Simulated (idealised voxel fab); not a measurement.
Herein follows the process module entitled voxel self aligned contacts.
For reference, the cross-section in this document is cut, with width 190 nm and square cells of 5 nm.
Cross-section layout: square cells on a grid; listed as bands, top to bottom; a band spans one or more cell rows. The band entry comprises the height of the band's top followed by the height of its bottom, expressed in nm, and subsequently the band's materials from left to right, each stated together with its width in nm. Where a single material is marked with the word "edge to edge", that material fills the band from edge to edge. The word "blank" represents empty space. For the purposes of this specification, 0 denotes the height below which the wafer in its as-received condition is composed wholly of one material, and the lowermost band, lacking a lower limit, extends downward without end, as expressed in "from 0 down". Graded width ("30->40"): value in top row of band = first number; value in bottom row = second number; row-to-row change constant. You'll sometimes find "same as before" written for a step, and that's the way of saying that nowhere in the cross-section did a cell change during that step. The entry "Fully enclosed voids" lists the empty spaces that cover at least 8 cells and have no open path to the top. Each is written as width x height at distance, where the distance is measured from the left edge and all three values are in nm. If you see something after the settings on a step's line, that's the simulator's own remark about that step. "overlay nm" answers the question of how far to the right of plan the mask lay on a step that has a mask, and when it is negative the answer is to the left.

# These are the steps we planned for the process
step 1: RECEIVE | material Si
step 2: OXIDIZE | depth nm 5
step 3: DIRECTIONAL_DEP | material polySi | thk nm 25
step 4: DIRECTIONAL_DEP | material SiN | thk nm 25
step 5: PATTERN | tone cover | mask id GATE | material resist | width nm 25 | pitch nm 60 | thk nm 20 | overlay nm 0
step 6: DIRECTIONAL_ETCH | etch materials SiN | depth nm 25
step 7: DIRECTIONAL_ETCH | etch materials polySi | depth nm 25
step 8: STRIP | etch materials resist
step 9: CONFORMAL_DEP | material SiN | thk nm 10
step 10: DIRECTIONAL_ETCH | etch materials SiN | depth nm 10
step 11: FILL_DEP | material SiO2 | thk nm 20
step 12: CMP | height nm 60
step 13: DIRECTIONAL_DEP | material aC | thk nm 10
step 14: PATTERN | tone open | mask id CONTACT | material resist | width nm 45 | thk nm 25 | overlay nm 0
step 15: DIRECTIONAL_ETCH | etch materials aC | depth nm 10
step 16: STRIP | etch materials resist
step 17: DIRECTIONAL_ETCH | etch materials SiO2 | depth nm 65
step 18: STRIP | etch materials aC
step 19: CONFORMAL_DEP | material TiN | thk nm 5
step 20: FILL_DEP | material Ru | thk nm 10
step 21: CMP | height nm 60
step 22: CONFORMAL_DEP | material SiCN | thk nm 5

# Cross-section: wafer on arrival = after step 1
- from 0 down = Si edge to edge
- Fully enclosed voids: none

# First of two wafers: cross-section at end of module, run per plan
- from 65 to 60 = SiCN edge to edge
- from 60 to 50 = 70 SiO2  5->20 TiN  35->5 Ru  5->20 TiN  75 SiO2
- from 50 to 25 = 40 SiO2  45 SiN  5 TiN  5 Ru  5 TiN  45 SiN  45 SiO2
- from 25 to 0 = 40 SiO2  10 SiN  25 polySi  10 SiN  5 TiN  5 Ru  5 TiN  10 SiN  25 polySi  10 SiN  45 SiO2
- from 0 to -5 = 85 SiO2  15 TiN  90 SiO2
- from -5 down = Si edge to edge
- Fully enclosed voids: none

# Wafer two cross-section, module end. Start and plan unchanged from wafer one; one mistake made during the run
- from 65 to 60 = SiCN edge to edge
- from 60 to 50 = 70 SiO2  5->20 TiN  35->5 Ru  5->20 TiN  75 SiO2
- from 50 to 25 = 40 SiO2  45 SiN  5 TiN  5 Ru  5 TiN  45 SiN  45 SiO2
- from 25 to 20 = 85 SiO2  15 TiN  90 SiO2
- from 20 to 0 = polySi edge to edge
- from 0 down = Si edge to edge
- Fully enclosed voids: none
Plan not followed: it was found that steps 2 and 3 of the process plan had been performed in exchanged positions
Once processing is complete, comparing cell counts shows that the second wafer has more or fewer of certain materials than the first: Ru -5; Si +38; SiN -40; SiO2 -85; TiN -10; polySi +102
